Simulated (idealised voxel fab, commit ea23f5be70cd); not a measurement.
Module name: voxel air gaps (process module)
In the cross-section labelled cut, the width is 215 nm and each square cell is 5 nm.
Throughout this document, each cross-section is represented as a grid of square cells and is presented as a sequence of bands enumerated from the top downward, where a band comprises one or more rows of cells.
The band entry comprises the height of the band's top followed by the height of its bottom, expressed in nm, and subsequently the band's materials from left to right, each stated together with its width in nm. Where a single material is marked with the word "everywhere", that material fills the band from edge to edge. The word "blank" represents empty space.
Zero point of the height axis is 0; under it, received wafer = one material. Lowest band: continues down indefinitely, "0 -> down".
A two-number width, for instance "30..40", indicates that the width is equal to the first number in the top row of the band and to the second number in the bottom row, and that it changes by a constant amount per row of cells.
It should be understood that the words "all unchanged", when stated for a given step, signify that the cross-section underwent no change in any of its cells during that step.
In the "Entrapped voids" entry, you get each enclosed empty space of 8 cells or more, one with no open way to the top, written width x height at distance, distance from the left edge, in nm.
What comes after the settings on a step's line is commentary from the simulator itself on that step.
overlay nm: where the mask lay relative to plan, measured to the right, on steps with a mask; negatives go left.
Planned step list for the process
1) RECEIVE [material Si]
2) CONFORMAL_DEP [material SiO2] [thk nm 10]
3) CONFORMAL_DEP [material SiN] [thk nm 5]
4) DIRECTIONAL_DEP [material SiO2] [thk nm 35]
5) DIRECTIONAL_DEP [material aC] [thk nm 10]
6) PATTERN [tone open] [mask id LINES] [material resist] [width nm 25] [pitch nm 55] [thk nm 25] [overlay nm 0]
7) DIRECTIONAL_ETCH [etch materials aC] [depth nm 10]
8) STRIP [etch materials resist]
9) DIRECTIONAL_ETCH [etch materials SiO2] [depth nm 35]
10) STRIP [etch materials aC]
11) CONFORMAL_DEP [material TiN] [thk nm 5]
12) FILL_DEP [material Cu] [thk nm 5]
13) CMP [height nm 50]
14) EPI [material Ru] [thk nm 10]
15) SELECTIVE_ETCH [etch materials SiO2] [depth nm 45]
16) CONFORMAL_DEP [material SiCN] [thk nm 5]
Step 1 complete: cross-section of the wafer as received
  0 -> down = Si everywhere
  Entrapped voids: none
Cross-sectional view of the first of the two wafers upon completion of the module, processed in accordance with the plan
  65 -> 60 = 25 blank, then 165 SiCN, then 25 blank
  60 -> 50 = 25 blank, then 5 SiCN, then 45 Ru, then 10 SiCN, then 45 Ru, then 10 SiCN, then 45 Ru, then 5 SiCN, then 25 blank
  50 -> 45 = 25 blank, then 15 SiCN, then 5 TiN, then 15 Cu, then 5 TiN, then 30 SiCN, then 5 TiN, then 15 Cu, then 5 TiN, then 30 SiCN, then 5 TiN, then 15 Cu, then 5 TiN, then 15 SiCN, then 25 blank
  45 -> 20 = 35 blank, then 5 SiCN, then 5 TiN, then 15 Cu, then 5 TiN, then 5 SiCN, then 20 blank, then 5 SiCN, then 5 TiN, then 15 Cu, then 5 TiN, then 5 SiCN, then 20 blank, then 5 SiCN, then 5 TiN, then 15 Cu, then 5 TiN, then 5 SiCN, then 35 blank
  20 -> 15 = 40 SiCN, then 25 TiN, then 30 SiCN, then 25 TiN, then 30 SiCN, then 25 TiN, then 40 SiCN
  15 -> 10 = SiN everywhere
  10 -> 0 = SiO2 everywhere
  0 -> down = Si everywhere
  Entrapped voids: 20 x 25 at 70; 20 x 25 at 125
Wafer two cross-section, module end. Start and plan unchanged from wafer one; one mistake made during the run
  65 -> 60 = 30 blank, then 45 SiCN, then 10 blank, then 45 SiCN, then 10 blank, then 45 SiCN, then 30 blank
  60 -> 50 = 30 blank, then 5 SiCN, then 35 Ru, then 5 SiCN, then 10 blank, then 5 SiCN, then 35 Ru, then 5 SiCN, then 10 blank, then 5 SiCN, then 35 Ru, then 5 SiCN, then 30 blank
  50 -> 45 = 30 blank, then 15 SiCN, then 5 TiN, then 5 Cu, then 5 TiN, then 15 SiCN, then 10 blank, then 15 SiCN, then 5 TiN, then 5 Cu, then 5 TiN, then 15 SiCN, then 10 blank, then 15 SiCN, then 5 TiN, then 5 Cu, then 5 TiN, then 15 SiCN, then 30 blank
  45 -> 20 = 40 blank, then 5 SiCN, then 5 TiN, then 5 Cu, then 5 TiN, then 5 SiCN, then 30 blank, then 5 SiCN, then 5 TiN, then 5 Cu, then 5 TiN, then 5 SiCN, then 30 blank, then 5 SiCN, then 5 TiN, then 5 Cu, then 5 TiN, then 5 SiCN, then 40 blank
  20 -> 15 = 45 SiCN, then 15 TiN, then 40 SiCN, then 15 TiN, then 40 SiCN, then 15 TiN, then 45 SiCN
  15 -> 10 = SiN everywhere
  10 -> 0 = SiO2 everywhere
  0 -> down = Si everywhere
  Entrapped voids: none
Short version of what went wrong: step 6 changed vs plan, executed as PATTERN [tone open] [mask id LINES] [material resist] [width nm 15] [pitch nm 55] [thk nm 25] [overlay nm 0]
FYI, end of process, the second wafer has more or fewer cells of some materials than the first: -36 Cu; -12 Ru; -6 TiN
Quick summary for you: first wafer finishes at 2 closed voids, second at 0.
